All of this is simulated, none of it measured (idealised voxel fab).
process module | voxel wiring stack
cross-section cut | 220 nm wide | cells 5 nm
A cross-section is a grid of square cells, given in bands from the top down. A band is one or more rows of cells.
Each band's line starts with the height of the band's top and of its bottom, in nm. Then come its materials from left to right, each with its width in nm. One material with "throughout" fills the band from edge to edge. "air" is empty space.
Height 0 is the level under which the wafer as received is all one material. The lowest band goes on downwards, as in "0 down".
A width such as "30 to 40" changes by the same amount from each row of cells to the next, from the band's top row to its bottom row.
"no change" after a step means that no cell of the cross-section changed.
closed voids: empty space of 8 cells or more with no open way to the top, each as width x height at its distance from the left edge, in nm
after a step's settings: what the simulator itself notes on the step
overlay nm, on a step with a mask: how far to the right of its planned place the mask lay; to the left if negative
plan
1 op RECEIVE | material Si
2 op CONFORMAL_DEP | material SiO2 | thk nm 10
3 op CONFORMAL_DEP | material SiN | thk nm 5
4 op DIRECTIONAL_DEP | material lowk | thk nm 15
5 op MASKED_ETCH | tone open | mask id METAL_1 | width nm 20 | pitch nm 50 | etch materials lowk | depth nm 15 | overlay nm 0
6 op MASKED_ETCH | tone open | mask id METAL_1 | width nm 20 | pitch nm 50 | etch materials SiN | depth nm 5 | overlay nm 0
7 op CONFORMAL_DEP | material TiN | thk nm 5
8 op FILL_DEP | material Cu | thk nm 5
9 op CMP | height nm 30
10 op CONFORMAL_DEP | material SiCN | thk nm 5
11 op DIRECTIONAL_DEP | material SiO2 | thk nm 10
12 op MASKED_ETCH | tone open | mask id PLUG_1 | width nm 15 | pitch nm 50 | etch materials SiO2 | depth nm 10 | overlay nm 0
13 op MASKED_ETCH | tone open | mask id PLUG_1 | width nm 15 | pitch nm 50 | etch materials SiCN | depth nm 5 | overlay nm 0
14 op EPI | material Ru | thk nm 10
15 op EPI | material Ru | thk nm 5
16 op DIRECTIONAL_DEP | material TiN | thk nm 5
17 op DIRECTIONAL_DEP | material Ru | thk nm 20
18 op DIRECTIONAL_DEP | material aC | thk nm 15
19 op PATTERN | tone cover | mask id METAL_2 | material resist | width nm 20 | pitch nm 50 | thk nm 30 | overlay nm 0
20 op DIRECTIONAL_ETCH | etch materials aC | depth nm 15
21 op STRIP | etch materials resist
22 op DIRECTIONAL_ETCH | etch materials Ru | depth nm 20
23 op DIRECTIONAL_ETCH | etch materials TiN | depth nm 5
24 op STRIP | etch materials aC
25 op CONFORMAL_DEP | material SiN | thk nm 5
26 op FILL_DEP | material lowk | thk nm 10
27 op CMP | height nm 70
28 op CONFORMAL_DEP | material SiCN | thk nm 5
29 op DIRECTIONAL_DEP | material SiO2 | thk nm 10
30 op PATTERN | tone open | mask id PLUG_2 | material resist | width nm 15 | pitch nm 50 | thk nm 15 | overlay nm 0
31 op DIRECTIONAL_ETCH | etch materials SiO2 | depth nm 10
32 op DIRECTIONAL_ETCH | etch materials SiCN | depth nm 5
33 op STRIP | etch materials resist
34 op EPI | material Ru | thk nm 10
35 op EPI | material Ru | thk nm 5
36 op CONFORMAL_DEP | material SiN | thk nm 5
37 op DIRECTIONAL_DEP | material SiO2 | thk nm 25
38 op PATTERN | tone open | mask id METAL_3 | material resist | width nm 20 | pitch nm 50 | thk nm 15 | overlay nm 0
39 op DIRECTIONAL_ETCH | etch materials SiO2 | depth nm 25
40 op DIRECTIONAL_ETCH | etch materials SiN | depth nm 5
41 op STRIP | etch materials resist
42 op CONFORMAL_DEP | material TiN | thk nm 5
43 op FILL_DEP | material Ru | thk nm 5
44 op CMP | height nm 115
45 op CONFORMAL_DEP | material SiCN | thk nm 5
as received, after step 1
  0 down: Si throughout
  closed voids: none
a wafer at the end: this start, this plan, one mistake
  120 to 115: SiCN throughout
  115 to 110: TiN 80 | Ru 10 | TiN 40 | Ru 10 | TiN 80
  110 to 90: SiO2 75 | TiN 5 | Ru 10 | TiN 5 | SiO2 30 | TiN 5 | Ru 10 | TiN 5 | SiO2 75
  90 to 85: SiO2 75 | TiN 20 | SiO2 30 | TiN 20 | SiO2 75
  85 to 75: SiO2 75 | Ru 15 | SiO2 35 | Ru 15 | SiO2 80
  75 to 70: SiCN 75 | Ru 15 | SiCN 35 | Ru 15 | SiCN 80
  70 to 50: lowk 70 | SiN 5 | Ru 20 | SiN 5 | lowk 20 | SiN 5 | Ru 20 | SiN 5 | lowk 70
  50 to 45: SiN 75 | TiN 20 | SiN 30 | TiN 20 | SiN 75
  45 to 35: SiO2 75 | Ru 15 | SiO2 35 | Ru 15 | SiO2 80
  35 to 30: SiCN 75 | Ru 15 | SiCN 35 | Ru 15 | SiCN 80
  30 to 15: lowk 75 | TiN 5 | Cu 10 | TiN 5 | lowk 30 | TiN 5 | Cu 10 | TiN 5 | lowk 75
  15 to 10: SiN 75 | TiN 20 | SiN 30 | TiN 20 | SiN 75
  10 to 0: SiO2 throughout
  0 down: Si throughout
  closed voids: none
what went wrong: step 36 was left out
